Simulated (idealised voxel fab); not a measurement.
You're looking at the process module voxel ribs on slabs.
For reference, the cross-section in this document is cut, with width 270 nm and square cells of 5 nm.
Bands, listed from the top down, are how a cross-section gets written in this document; the cross-section itself is a grid of square cells, and a band is one or more rows of them. A band entry consists of two parts. The first gives the height of the band's top and the height of its bottom, in nm. The rest lists the band's materials from left to right, each with its width in nm. A single material labelled with the word "everywhere" fills the band from edge to edge, and the word "empty" marks empty space. Heights are expressed relative to 0, this being the level below which the as-received wafer comprises one material exclusively. The lowest band is unbounded in the downward direction and is denoted as in "0 nm and below". A two-number width, for instance "30->40", indicates that the width is equal to the first number in the top row of the band and to the second number in the bottom row, and that it changes by a constant amount per row of cells. "no change" after a step means that no cell of the cross-section changed. Look at "Enclosed internal voids" for the closed voids: empty spaces with no open path to the top, sized 8 cells or up. Each is width x height at distance, distance from the left edge, all nm. The remark found on a step's line after its settings is issued by the simulator itself and pertains to that step. When a step includes a mask, the "overlay nm" setting on its line states how far to the right of its planned place that mask lay, and negative values state how far to the left.

[Process steps - plan]
| 1 | RECEIVE,material Si |
| 2 | DIRECTIONAL_DEP,material SiO2,thk nm 25 |
| 3 | DIRECTIONAL_DEP,material polySi,thk nm 15 |
| 4 | DIRECTIONAL_DEP,material aC,thk nm 15 |
| 5 | PATTERN,tone cover,mask id RIB,material resist,width nm 20,thk nm 30,overlay nm 0 |
| 6 | DIRECTIONAL_ETCH,etch materials aC,depth nm 15 |
| 7 | STRIP,etch materials resist |
| 8 | DIRECTIONAL_ETCH,etch materials polySi,depth nm 10 |
| 9 | STRIP,etch materials aC |
| 10 | MASKED_ETCH,tone cover,mask id SLAB,width nm 50,etch materials polySi,depth nm 5,overlay nm 0 |
| 11 | FILL_DEP,material SiO2,thk nm 25 |
| 12 | CMP,height nm 55 |
| 13 | DIRECTIONAL_DEP,material W,thk nm 5 |
| 14 | DIRECTIONAL_DEP,material aC,thk nm 10 |
| 15 | PATTERN,tone cover,mask id HEATER,material resist,width nm 30,thk nm 25,overlay nm 0 |
| 16 | DIRECTIONAL_ETCH,etch materials aC,depth nm 10 |
| 17 | STRIP,etch materials resist |
| 18 | DIRECTIONAL_ETCH,etch materials W,depth nm 5 |
| 19 | STRIP,etch materials aC |
| 20 | CONFORMAL_DEP,material SiN,thk nm 10 |

[Here's what the wafer looked like in cross-section when it arrived - that's after step 1]
  0 nm and below  Si everywhere
  Enclosed internal voids: none

[The following cross-section depicts the wafer upon conclusion of the module. Processing commenced from the starting condition illustrated above and adhered to the plan illustrated above, save for one mistake in execution]
  70 nm to 65 nm  empty 100 nm, then SiN 50 nm, then empty 120 nm
  65 nm to 60 nm  SiN everywhere
  60 nm to 55 nm  SiN 110 nm, then W 30 nm, then SiN 130 nm
  55 nm to 40 nm  SiO2 everywhere
  40 nm to 30 nm  SiO2 125 nm, then polySi 20 nm, then SiO2 125 nm
  30 nm to 25 nm  SiO2 110 nm, then polySi 50 nm, then SiO2 110 nm
  25 nm to 0 nm  SiO2 everywhere
  0 nm and below  Si everywhere
  Enclosed internal voids: none
In executing the process, a mistake was made relative to the plan: step 15 went in with a setting other than planned; the actual run was PATTERN,tone cover,mask id HEATER,material resist,width nm 30,thk nm 25,overlay nm -10
